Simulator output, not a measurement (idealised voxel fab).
The following process module bears the name voxel capacitor over wiring.
Square cells of 5 nm make up the cross-section cut, whose width is 215 nm.
Reading order for cross-sections: top band down to bottom band. Underlying form: a grid of square cells. Band size: one or more rows of cells.
The entry gives the band's vertical extent as a top height and a bottom height in nm, then its horizontal make-up as materials from left to right, each with a width in nm. "air" stands for empty space; a single material marked "edge to edge" fills the band edge to edge.
Height 0 is the level under which the wafer as received is all one material. The lowest band goes on downwards, as in "0 -> down".
Think of "30->40" as a width that walks from the first number to the second as you go down the band, top row to bottom row, taking equal-sized steps from row to row.
For the purposes of this document, the phrase "same as before" attached to a step denotes that no cell within the cross-section was modified by that step.
"Enclosed void entries" means: voids of 8 cells or more that are shut off from the top with no open way through. Written width x height at distance, distance from the left edge, in nm.
Note: text after step settings on the step line = simulator remark on that step.
What "overlay nm" on a step's line means: if the step has a mask, that mask lay this far to the right of its planned place, or, when the value is negative, to the left.

So here's the lineup of process steps we planned:
| 1 | RECEIVE with material Si |
| 2 | CONFORMAL_DEP with material SiO2, thk nm 15 |
| 3 | CONFORMAL_DEP with material SiN, thk nm 5 |
| 4 | DIRECTIONAL_DEP with material SiO2, thk nm 25 |
| 5 | PATTERN with tone open, mask id METAL_1, material resist, width nm 25, pitch nm 80, thk nm 15, overlay nm 0 |
| 6 | DIRECTIONAL_ETCH with etch materials SiO2, depth nm 25 |
| 7 | DIRECTIONAL_ETCH with etch materials SiN, depth nm 5 |
| 8 | STRIP with etch materials resist |
| 9 | CONFORMAL_DEP with material TiN, thk nm 5 |
| 10 | FILL_DEP with material W, thk nm 10 |
| 11 | CMP with height nm 45 |
| 12 | EPI with material Ru, thk nm 5 |
| 13 | FILL_DEP with material SiCN, thk nm 5 |
| 14 | DIRECTIONAL_DEP with material lowk, thk nm 15 |
| 15 | PATTERN with tone open, mask id PLUG_1, material resist, width nm 15, thk nm 15, overlay nm 0 |
| 16 | DIRECTIONAL_ETCH with etch materials lowk, depth nm 15 |
| 17 | DIRECTIONAL_ETCH with etch materials SiCN, depth nm 5 |
| 18 | STRIP with etch materials resist |
| 19 | EPI with material Ru, thk nm 10 |
| 20 | EPI with material Ru, thk nm 10 |
| 21 | DIRECTIONAL_DEP with material TiN, thk nm 5 |
| 22 | DIRECTIONAL_DEP with material HfO2, thk nm 5 |
| 23 | DIRECTIONAL_DEP with material TiN, thk nm 5 |
| 24 | PATTERN with tone cover, mask id UPPER_PLATE, material resist, width nm 60, thk nm 20, overlay nm 0 |
| 25 | DIRECTIONAL_ETCH with etch materials TiN, depth nm 5 |
| 26 | DIRECTIONAL_ETCH with etch materials HfO2, depth nm 5 |
| 27 | STRIP with etch materials resist |
| 28 | PATTERN with tone cover, mask id LOWER_PLATE, material resist, width nm 70, thk nm 20, overlay nm 0 |
| 29 | DIRECTIONAL_ETCH with etch materials TiN, depth nm 5 |
| 30 | STRIP with etch materials resist |
| 31 | FILL_DEP with material SiO2, thk nm 20 |
| 32 | CMP with height nm 100 |
| 33 | MASKED_ETCH with tone open, mask id PLUG_2, width nm 15, etch materials SiO2, depth nm 15, overlay nm 0 |
| 34 | CONFORMAL_DEP with material TiN, thk nm 5 |
| 35 | FILL_DEP with material Ru, thk nm 10 |
| 36 | CMP with height nm 100 |
| 37 | CONFORMAL_DEP with material SiCN, thk nm 5 |

Step 1 complete: cross-section of the wafer as received:
    0 -> down: Si edge to edge
    Enclosed void entries: none

What the wafer looks like in cross-section after this module, when it starts as shown above and follows the plan above but one mistake is made in running it:
    105 -> 100: SiCN edge to edge
    100 -> 90: SiO2=75, then TiN=5, then Ru=5, then TiN=5, then SiO2=125
    90 -> 85: SiO2=75, then TiN=15, then SiO2=125
    85 -> 80: SiO2 edge to edge
    80 -> 75: SiO2=65, then TiN=60, then SiO2=90
    75 -> 70: SiO2=65, then HfO2=60, then SiO2=90
    70 -> 65: SiO2=60, then TiN=70, then SiO2=85
    65 -> 50: lowk=65, then Ru=15, then lowk=135
    50 -> 45: SiCN=65, then Ru=15, then SiCN=135
    45 -> 40: SiCN=50, then Ru=35, then SiCN=45, then Ru=35, then SiCN=50
    40 -> 20: SiO2=55, then TiN=5, then W=15, then TiN=5, then SiO2=55, then TiN=5, then W=15, then TiN=5, then SiO2=55
    20 -> 15: SiN=55, then TiN=25, then SiN=55, then TiN=25, then SiN=55
    15 -> 0: SiO2 edge to edge
    0 -> down: Si edge to edge
    Enclosed void entries: none
Where did the run depart from the plan? planned and actual differ for step 11; actual: CMP with height nm 40
